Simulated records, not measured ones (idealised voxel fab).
The document below concerns the process module designated voxel ribs on slabs.
For reference, the cross-section in this document is cut, with width 260 nm and square cells of 5 nm.
Cross-section = grid of square cells, listed top down in bands; band = one or more rows. Heights first: top, then bottom, in nm. Then materials, left to right, each with a width in nm. "edge to edge" on a single material: fills the band edge to edge. "air": empty space. Height is counted from the level 0, under which the received wafer is composed throughout of one material. The lowest of the bands is not closed at the bottom but continues downward, in the notation "z 0 and below". The notation "30 to 40" denotes a width that varies across the rows of cells in the band, beginning at the first number in the top row, finishing at the second number in the bottom row, and changing by an identical amount from each row to the next. It should be understood that the words "remained unchanged", when stated for a given step, signify that the cross-section underwent no change in any of its cells during that step. You'll see "Tabulated closed voids" listing empty spaces that have no way open to the top, as long as they're 8 cells or more; the notation is width x height at distance, where the distance is from the left edge, and all of it is in nm. What comes after the settings on a step's line is commentary from the simulator itself on that step. The setting "overlay nm" may be written on the line of a step. When the step uses a mask, the value reports how far to the right of the planned place the mask lay, and a negative value reports that it lay to the left.

Here's what the planned process steps look like
1. RECEIVE: material Si
2. DIRECTIONAL_DEP: material SiO2, thk nm 30
3. DIRECTIONAL_DEP: material polySi, thk nm 15
4. DIRECTIONAL_DEP: material aC, thk nm 10
5. PATTERN: tone cover, mask id RIB, material resist, width nm 15, thk nm 30, overlay nm 0
6. DIRECTIONAL_ETCH: etch materials aC, depth nm 10
7. STRIP: etch materials resist
8. DIRECTIONAL_ETCH: etch materials polySi, depth nm 10
9. STRIP: etch materials aC
10. MASKED_ETCH: tone cover, mask id SLAB, width nm 75, etch materials polySi, depth nm 5, overlay nm 0
11. FILL_DEP: material SiO2, thk nm 15
12. CMP: height nm 55
13. DIRECTIONAL_DEP: material W, thk nm 10
14. DIRECTIONAL_DEP: material aC, thk nm 15
15. PATTERN: tone cover, mask id HEATER, material resist, width nm 25, thk nm 30, overlay nm 0
16. DIRECTIONAL_ETCH: etch materials aC, depth nm 15
17. STRIP: etch materials resist
18. DIRECTIONAL_ETCH: etch materials W, depth nm 10
19. STRIP: etch materials aC
20. CONFORMAL_DEP: material SiN, thk nm 5

Below: the first of two wafers, run as planned

As-received wafer cross-section (after step 1)
z 0 and below: Si edge to edge
Tabulated closed voids: none

Cross-section through the wafer, step 2 finished
z 30 to 0: SiO2 edge to edge
Note: structure below 0 unchanged.

Cross-section through the wafer, step 3 finished
z 45 to 30: polySi edge to edge
Note: structure below 30 unchanged.

Cross-section through the wafer, step 4 finished
z 55 to 45: aC edge to edge
Note: structure below 45 unchanged.

Cross-section through the wafer, step 5 finished
z 85 to 55: 120 nm air / 15 nm resist / 125 nm air
Note: structure below 55 unchanged.

Cross-section through the wafer, step 6 finished
z 75 to 55: 120 nm air / 15 nm resist / 125 nm air
z 55 to 45: 120 nm air / 15 nm aC / 125 nm air
Note: structure below 45 unchanged.

Cross-section through the wafer, step 7 finished
z 55 to 45: 120 nm air / 15 nm aC / 125 nm air
Note: structure below 45 unchanged.

Cross-section through the wafer, step 8 finished
z 55 to 45: 120 nm air / 15 nm aC / 125 nm air
z 45 to 35: 120 nm air / 15 nm polySi / 125 nm air
Note: structure below 35 unchanged.

Cross-section through the wafer, step 9 finished
z 45 to 35: 120 nm air / 15 nm polySi / 125 nm air
Note: structure below 35 unchanged.

Cross-section through the wafer, step 10 finished
z 45 to 35: 120 nm air / 15 nm polySi / 125 nm air
z 35 to 30: 90 nm air / 75 nm polySi / 95 nm air
Note: structure below 30 unchanged.

Cross-section through the wafer, step 11 finished
z 60 to 45: SiO2 edge to edge
z 45 to 35: 120 nm SiO2 / 15 nm polySi / 125 nm SiO2
z 35 to 30: 90 nm SiO2 / 75 nm polySi / 95 nm SiO2
Note: structure below 30 unchanged.

Cross-section through the wafer, step 12 finished
z 55 to 45: SiO2 edge to edge
Note: structure below 45 unchanged.

Cross-section through the wafer, step 13 finished
z 65 to 55: W edge to edge
Note: structure below 55 unchanged.

Cross-section through the wafer, step 14 finished
z 80 to 65: aC edge to edge
Note: structure below 65 unchanged.

Cross-section through the wafer, step 15 finished
z 110 to 80: 115 nm air / 25 nm resist / 120 nm air
Note: structure below 80 unchanged.

Cross-section through the wafer, step 16 finished
z 95 to 80: 115 nm air / 25 nm resist / 120 nm air
z 80 to 65: 115 nm air / 25 nm aC / 120 nm air
Note: structure below 65 unchanged.

Cross-section through the wafer, step 17 finished
z 80 to 65: 115 nm air / 25 nm aC / 120 nm air
Note: structure below 65 unchanged.

Cross-section through the wafer, step 18 finished
z 80 to 65: 115 nm air / 25 nm aC / 120 nm air
z 65 to 55: 115 nm air / 25 nm W / 120 nm air
Note: structure below 55 unchanged.

Cross-section through the wafer, step 19 finished
z 65 to 55: 115 nm air / 25 nm W / 120 nm air
Note: structure below 55 unchanged.

Cross-section through the wafer, step 20 finished
z 70 to 65: 110 nm air / 35 nm SiN / 115 nm air
z 65 to 60: 110 nm air / 5 nm SiN / 25 nm W / 5 nm SiN / 115 nm air
z 60 to 55: 115 nm SiN / 25 nm W / 120 nm SiN
Note: structure below 55 unchanged.

second wafer: like start, like plan, one mistake. Through step 2 it matches the first wafer

Cross-section of the second wafer when, according to plan, step 3 should have finished
z 45 to 30: SiN edge to edge
Note: structure below 30 unchanged.

Cross-section of the second wafer when, according to plan, step 4 should have finished
z 55 to 45: aC edge to edge
Note: structure below 45 unchanged.

Cross-section of the second wafer when, according to plan, step 5 should have finished
z 85 to 55: 120 nm air / 15 nm resist / 125 nm air
Note: structure below 55 unchanged.

Cross-section of the second wafer when, according to plan, step 6 should have finished
z 75 to 55: 120 nm air / 15 nm resist / 125 nm air
z 55 to 45: 120 nm air / 15 nm aC / 125 nm air
Note: structure below 45 unchanged.

Cross-section of the second wafer when, according to plan, step 7 should have finished
z 55 to 45: 120 nm air / 15 nm aC / 125 nm air
Note: structure below 45 unchanged.

Cross-section of the second wafer when, according to plan, step 8 should have finished: remained unchanged

Cross-section of the second wafer when, according to plan, step 9 should have finished
z 45 to 30: SiN edge to edge
Note: structure below 30 unchanged.

Cross-section of the second wafer when, according to plan, step 10 should have finished: remained unchanged

Cross-section of the second wafer when, according to plan, step 11 should have finished
z 60 to 45: SiO2 edge to edge
Note: structure below 45 unchanged.

Cross-section of the second wafer when, according to plan, step 12 should have finished
z 55 to 45: SiO2 edge to edge
Note: structure below 45 unchanged.

Cross-section of the second wafer when, according to plan, step 13 should have finished
z 65 to 55: W edge to edge
Note: structure below 55 unchanged.

Cross-section of the second wafer when, according to plan, step 14 should have finished
z 80 to 65: aC edge to edge
Note: structure below 65 unchanged.

Cross-section of the second wafer when, according to plan, step 15 should have finished
z 110 to 80: 115 nm air / 25 nm resist / 120 nm air
Note: structure below 80 unchanged.

Cross-section of the second wafer when, according to plan, step 16 should have finished
z 95 to 80: 115 nm air / 25 nm resist / 120 nm air
z 80 to 65: 115 nm air / 25 nm aC / 120 nm air
Note: structure below 65 unchanged.

Cross-section of the second wafer when, according to plan, step 17 should have finished
z 80 to 65: 115 nm air / 25 nm aC / 120 nm air
Note: structure below 65 unchanged.

Cross-section of the second wafer when, according to plan, step 18 should have finished
z 80 to 65: 115 nm air / 25 nm aC / 120 nm air
z 65 to 55: 115 nm air / 25 nm W / 120 nm air
Note: structure below 55 unchanged.

Cross-section of the second wafer when, according to plan, step 19 should have finished
z 65 to 55: 115 nm air / 25 nm W / 120 nm air
Note: structure below 55 unchanged.

Cross-section of the second wafer when, according to plan, step 20 should have finished
z 70 to 65: 110 nm air / 35 nm SiN / 115 nm air
z 65 to 60: 110 nm air / 5 nm SiN / 25 nm W / 5 nm SiN / 115 nm air
z 60 to 55: 115 nm SiN / 25 nm W / 120 nm SiN
Note: structure below 55 unchanged.
Nonconformance to the process plan: step 3 ran differently from the plan; actual operation with settings: DIRECTIONAL_DEP: material SiN, thk nm 15
Looking at both finished wafers in cells, the second ends up ahead of or behind the first on some materials: +156 SiN; -135 SiO2; -21 polySi
